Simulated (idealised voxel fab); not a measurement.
process module | voxel quadruple lines
cross-section cut | 225 nm wide | cells 5 nm
A cross-section is a grid of square cells, given in bands from the top down. A band is one or more rows of cells.
Each band's line starts with the height of the band's top and of its bottom, in nm. Then come its materials from left to right, each with its width in nm. One material with "throughout" fills the band from edge to edge. "air" is empty space.
Height 0 is the level under which the wafer as received is all one material. The lowest band goes on downwards, as in "0 down".
A width such as "30 to 40" changes by the same amount from each row of cells to the next, from the band's top row to its bottom row.
"no change" after a step means that no cell of the cross-section changed.
closed voids: empty space of 8 cells or more with no open way to the top, each as width x height at its distance from the left edge, in nm
after a step's settings: what the simulator itself notes on the step
overlay nm, on a step with a mask: how far to the right of its planned place the mask lay; to the left if negative
plan
1 op RECEIVE | material Si
2 op CONFORMAL_DEP | material Al2O3 | thk nm 5
3 op DIRECTIONAL_DEP | material TiN | thk nm 15
4 op DIRECTIONAL_DEP | material polySi | thk nm 20
5 op DIRECTIONAL_DEP | material aC | thk nm 25
6 op PATTERN | tone cover | mask id MANDREL | material resist | width nm 25 | pitch nm 80 | thk nm 35 | overlay nm 0
7 op DIRECTIONAL_ETCH | etch materials aC | depth nm 25
8 op STRIP | etch materials resist
9 op CONFORMAL_DEP | material SiO2 | thk nm 15
10 op DIRECTIONAL_ETCH | etch materials SiO2 | depth nm 15
11 op STRIP | etch materials aC
12 op DIRECTIONAL_ETCH | etch materials polySi | depth nm 20
13 op STRIP | etch materials SiO2
14 op CONFORMAL_DEP | material SiCN | thk nm 5
15 op DIRECTIONAL_ETCH | etch materials SiCN | depth nm 5
16 op STRIP | etch materials polySi
17 op DIRECTIONAL_ETCH | etch materials TiN | depth nm 15
18 op STRIP | etch materials SiCN
19 op FILL_DEP | material SiO2 | thk nm 10
20 op CMP | height nm 20
first wafer, as planned
as received, after step 1
  0 down: Si throughout
  closed voids: none
after step 2
  5 to 0: Al2O3 throughout
  below 0: unchanged
after step 3
  20 to 5: TiN throughout
  below 5: unchanged
after step 4
  40 to 20: polySi throughout
  below 20: unchanged
after step 5
  65 to 40: aC throughout
  below 40: unchanged
after step 6
  100 to 65: air 60 | resist 25 | air 55 | resist 25 | air 60
  below 65: unchanged
after step 7
  75 to 65: air 60 | resist 25 | air 55 | resist 25 | air 60
  65 to 40: air 60 | aC 25 | air 55 | aC 25 | air 60
  below 40: unchanged
after step 8
  65 to 40: air 60 | aC 25 | air 55 | aC 25 | air 60
  below 40: unchanged
after step 9
  80 to 65: air 45 | SiO2 55 | air 25 | SiO2 55 | air 45
  65 to 55: air 45 | SiO2 15 | aC 25 | SiO2 15 | air 25 | SiO2 15 | aC 25 | SiO2 15 | air 45
  55 to 40: SiO2 60 | aC 25 | SiO2 55 | aC 25 | SiO2 60
  below 40: unchanged
after step 10
  65 to 40: air 45 | SiO2 15 | aC 25 | SiO2 15 | air 25 | SiO2 15 | aC 25 | SiO2 15 | air 45
  below 40: unchanged
after step 11
  65 to 40: air 45 | SiO2 15 | air 25 | SiO2 15 | air 25 | SiO2 15 | air 25 | SiO2 15 | air 45
  below 40: unchanged
after step 12
  65 to 40: air 45 | SiO2 15 | air 25 | SiO2 15 | air 25 | SiO2 15 | air 25 | SiO2 15 | air 45
  40 to 20: air 45 | polySi 15 | air 25 | polySi 15 | air 25 | polySi 15 | air 25 | polySi 15 | air 45
  below 20: unchanged
after step 13
  40 to 20: air 45 | polySi 15 | air 25 | polySi 15 | air 25 | polySi 15 | air 25 | polySi 15 | air 45
  below 20: unchanged
after step 14
  45 to 40: air 40 | SiCN 25 | air 15 | SiCN 25 | air 15 | SiCN 25 | air 15 | SiCN 25 | air 40
  40 to 25: air 40 | SiCN 5 | polySi 15 | SiCN 5 | air 15 | SiCN 5 | polySi 15 | SiCN 5 | air 15 | SiCN 5 | polySi 15 | SiCN 5 | air 15 | SiCN 5 | polySi 15 | SiCN 5 | air 40
  25 to 20: SiCN 45 | polySi 15 | SiCN 25 | polySi 15 | SiCN 25 | polySi 15 | SiCN 25 | polySi 15 | SiCN 45
  below 20: unchanged
after step 15
  40 to 20: air 40 | SiCN 5 | polySi 15 | SiCN 5 | air 15 | SiCN 5 | polySi 15 | SiCN 5 | air 15 | SiCN 5 | polySi 15 | SiCN 5 | air 15 | SiCN 5 | polySi 15 | SiCN 5 | air 40
  below 20: unchanged
after step 16
  40 to 20: air 40 | SiCN 5 | air 15 | SiCN 5 | air 15 | SiCN 5 | air 15 | SiCN 5 | air 15 | SiCN 5 | air 15 | SiCN 5 | air 15 | SiCN 5 | air 15 | SiCN 5 | air 40
  below 20: unchanged
after step 17
  40 to 20: air 40 | SiCN 5 | air 15 | SiCN 5 | air 15 | SiCN 5 | air 15 | SiCN 5 | air 15 | SiCN 5 | air 15 | SiCN 5 | air 15 | SiCN 5 | air 15 | SiCN 5 | air 40
  20 to 5: air 40 | TiN 5 | air 15 | TiN 5 | air 15 | TiN 5 | air 15 | TiN 5 | air 15 | TiN 5 | air 15 | TiN 5 | air 15 | TiN 5 | air 15 | TiN 5 | air 40
  below 5: unchanged
after step 18
  20 to 5: air 40 | TiN 5 | air 15 | TiN 5 | air 15 | TiN 5 | air 15 | TiN 5 | air 15 | TiN 5 | air 15 | TiN 5 | air 15 | TiN 5 | air 15 | TiN 5 | air 40
  below 5: unchanged
after step 19
  30 to 20: SiO2 throughout
  20 to 5: SiO2 40 | TiN 5 | SiO2 15 | TiN 5 | SiO2 15 | TiN 5 | SiO2 15 | TiN 5 | SiO2 15 | TiN 5 | SiO2 15 | TiN 5 | SiO2 15 | TiN 5 | SiO2 15 | TiN 5 | SiO2 40
  below 5: unchanged
after step 20
  20 to 5: SiO2 40 | TiN 5 | SiO2 15 | TiN 5 | SiO2 15 | TiN 5 | SiO2 15 | TiN 5 | SiO2 15 | TiN 5 | SiO2 15 | TiN 5 | SiO2 15 | TiN 5 | SiO2 15 | TiN 5 | SiO2 40
  below 5: unchanged
second wafer: like start, like plan, one mistake. Through step 5 it matches the first wafer
when step 6 should have ended
  100 to 65: air 55 | resist 35 | air 45 | resist 35 | air 55
  below 65: unchanged
when step 7 should have ended
  75 to 65: air 55 | resist 35 | air 45 | resist 35 | air 55
  65 to 40: air 55 | aC 35 | air 45 | aC 35 | air 55
  below 40: unchanged
when step 8 should have ended
  65 to 40: air 55 | aC 35 | air 45 | aC 35 | air 55
  below 40: unchanged
when step 9 should have ended
  80 to 65: air 40 | SiO2 65 | air 15 | SiO2 65 | air 40
  65 to 55: air 40 | SiO2 15 | aC 35 | SiO2 15 | air 15 | SiO2 15 | aC 35 | SiO2 15 | air 40
  55 to 40: SiO2 55 | aC 35 | SiO2 45 | aC 35 | SiO2 55
  below 40: unchanged
when step 10 should have ended
  65 to 40: air 40 | SiO2 15 | aC 35 | SiO2 15 | air 15 | SiO2 15 | aC 35 | SiO2 15 | air 40
  below 40: unchanged
when step 11 should have ended
  65 to 40: air 40 | SiO2 15 | air 35 | SiO2 15 | air 15 | SiO2 15 | air 35 | SiO2 15 | air 40
  below 40: unchanged
when step 12 should have ended
  65 to 40: air 40 | SiO2 15 | air 35 | SiO2 15 | air 15 | SiO2 15 | air 35 | SiO2 15 | air 40
  40 to 20: air 40 | polySi 15 | air 35 | polySi 15 | air 15 | polySi 15 | air 35 | polySi 15 | air 40
  below 20: unchanged
when step 13 should have ended
  40 to 20: air 40 | polySi 15 | air 35 | polySi 15 | air 15 | polySi 15 | air 35 | polySi 15 | air 40
  below 20: unchanged
when step 14 should have ended
  45 to 40: air 35 | SiCN 25 | air 25 | SiCN 25 | air 5 | SiCN 25 | air 25 | SiCN 25 | air 35
  40 to 25: air 35 | SiCN 5 | polySi 15 | SiCN 5 | air 25 | SiCN 5 | polySi 15 | SiCN 5 | air 5 | SiCN 5 | polySi 15 | SiCN 5 | air 25 | SiCN 5 | polySi 15 | SiCN 5 | air 35
  25 to 20: SiCN 40 | polySi 15 | SiCN 35 | polySi 15 | SiCN 15 | polySi 15 | SiCN 35 | polySi 15 | SiCN 40
  below 20: unchanged
when step 15 should have ended
  40 to 20: air 35 | SiCN 5 | polySi 15 | SiCN 5 | air 25 | SiCN 5 | polySi 15 | SiCN 5 | air 5 | SiCN 5 | polySi 15 | SiCN 5 | air 25 | SiCN 5 | polySi 15 | SiCN 5 | air 35
  below 20: unchanged
when step 16 should have ended
  40 to 20: air 35 | SiCN 5 | air 15 | SiCN 5 | air 25 | SiCN 5 | air 15 | SiCN 5 | air 5 | SiCN 5 | air 15 | SiCN 5 | air 25 | SiCN 5 | air 15 | SiCN 5 | air 35
  below 20: unchanged
when step 17 should have ended
  40 to 20: air 35 | SiCN 5 | air 15 | SiCN 5 | air 25 | SiCN 5 | air 15 | SiCN 5 | air 5 | SiCN 5 | air 15 | SiCN 5 | air 25 | SiCN 5 | air 15 | SiCN 5 | air 35
  20 to 5: air 35 | TiN 5 | air 15 | TiN 5 | air 25 | TiN 5 | air 15 | TiN 5 | air 5 | TiN 5 | air 15 | TiN 5 | air 25 | TiN 5 | air 15 | TiN 5 | air 35
  below 5: unchanged
when step 18 should have ended
  20 to 5: air 35 | TiN 5 | air 15 | TiN 5 | air 25 | TiN 5 | air 15 | TiN 5 | air 5 | TiN 5 | air 15 | TiN 5 | air 25 | TiN 5 | air 15 | TiN 5 | air 35
  below 5: unchanged
when step 19 should have ended
  30 to 20: SiO2 throughout
  20 to 5: SiO2 35 | TiN 5 | SiO2 15 | TiN 5 | SiO2 25 | TiN 5 | SiO2 15 | TiN 5 | SiO2 5 | TiN 5 | SiO2 15 | TiN 5 | SiO2 25 | TiN 5 | SiO2 15 | TiN 5 | SiO2 35
  below 5: unchanged
when step 20 should have ended
  20 to 5: SiO2 35 | TiN 5 | SiO2 15 | TiN 5 | SiO2 25 | TiN 5 | SiO2 15 | TiN 5 | SiO2 5 | TiN 5 | SiO2 15 | TiN 5 | SiO2 25 | TiN 5 | SiO2 15 | TiN 5 | SiO2 35
  below 5: unchanged
what went wrong: step 6 ran as: op PATTERN | tone cover | mask id MANDREL | material resist | width nm 35 | pitch nm 80 | thk nm 35 | overlay nm 0
at the end the second wafer has, in cells: as many of each material as the first, in other places
